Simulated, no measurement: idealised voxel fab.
The following is a process module called voxel ribs on slabs.
The cross-section on display is named cut; it measures 185 nm wide, and its cells are 5 nm squares.
Each cross-section below is a grid of square cells, stated as bands in top-down order, with one or more rows of cells making up each band.
In this notation a band is specified by the heights of its top and bottom, in that order and in nm, after which its materials appear from left to right, each paired with its width in nm. The word "all across" attached to a single material means that material fills the band from edge to edge; the word "empty" stands for empty space.
Height datum 0, below which the as-received substrate wafer is one material. Lowest band open at the bottom, running downward: "top 0, no bottom".
A width given as "30..40" starts at the first number in the band's top row and ends at the second number in its bottom row, shifting by an equal amount at every step from row to row.
The cross-section has no changed cell in any step marked "no change".
Closed empty spaces (no open way to the top) of 8 cells or more are what "Enclosed cavity list" lists, each as width x height at distance from the left edge, nm for all three.
What comes after the settings on a step's line is commentary from the simulator itself on that step.
overlay nm, on a step with a mask: how far to the right of its planned place the mask lay; to the left if negative
THE FOLLOWING LIST GIVES THE PLANNED PROCESS STEPS
1 RECEIVE, material Si
2 DIRECTIONAL_DEP, material SiO2, thk nm 30
3 DIRECTIONAL_DEP, material SiN, thk nm 20
4 MASKED_ETCH, tone cover, mask id RIB, width nm 25, etch materials SiN, depth nm 15, overlay nm 0
5 MASKED_ETCH, tone cover, mask id SLAB, width nm 75, etch materials SiN, depth nm 5, overlay nm 0
6 FILL_DEP, material SiO2, thk nm 25
7 CMP, height nm 70
8 DIRECTIONAL_DEP, material TiN, thk nm 5
9 PATTERN, tone cover, mask id HEATER, material resist, width nm 35, thk nm 20, overlay nm 0
10 DIRECTIONAL_ETCH, etch materials TiN, depth nm 5
11 STRIP, etch materials resist
12 CONFORMAL_DEP, material SiN, thk nm 5
CROSS-SECTION OF THE WAFER AS IT CAME TO US, I.E., ALREADY THROUGH STEP 1
* top 0, no bottom = Si all across
* Enclosed cavity list: none
SECTIONED VIEW, FIRST OF TWO WAFERS, AT THE CLOSE OF THE MODULE, PROCESSED AS INTENDED IN THE PLAN
* top 80, bottom 75 = 70 of empty  45 of SiN  70 of empty
* top 75, bottom 70 = 75 of SiN  35 of TiN  75 of SiN
* top 70, bottom 50 = SiO2 all across
* top 50, bottom 35 = 80 of SiO2  25 of SiN  80 of SiO2
* top 35, bottom 30 = 55 of SiO2  75 of SiN  55 of SiO2
* top 30, bottom 0 = SiO2 all across
* top 0, no bottom = Si all across
* Enclosed cavity list: none
PRESENTED HERE IS A CROSS-SECTION OF THE SECOND OF THE TWO WAFERS AS IT STOOD AT THE END OF THE MODULE. IT WAS STARTED IN THE SAME MANNER AND ASSIGNED THE SAME PLAN AS THE FIRST WAFER; HOWEVER, ONE MISTAKE WAS MADE IN ITS EXECUTION
* top 80, bottom 75 = 70 of empty  45 of SiN  70 of empty
* top 75, bottom 70 = 75 of SiN  35 of TiN  75 of SiN
* top 70, bottom 20 = SiO2 all across
* top 20, bottom 0 = SiN all across
* top 0, no bottom = Si all across
* Enclosed cavity list: none
Here's what went sideways: step 2 ran in the slot meant for step 3, and vice versa
Looking at both finished wafers in cells, the second ends up ahead of or behind the first on some materials: SiN +118, SiO2 -118
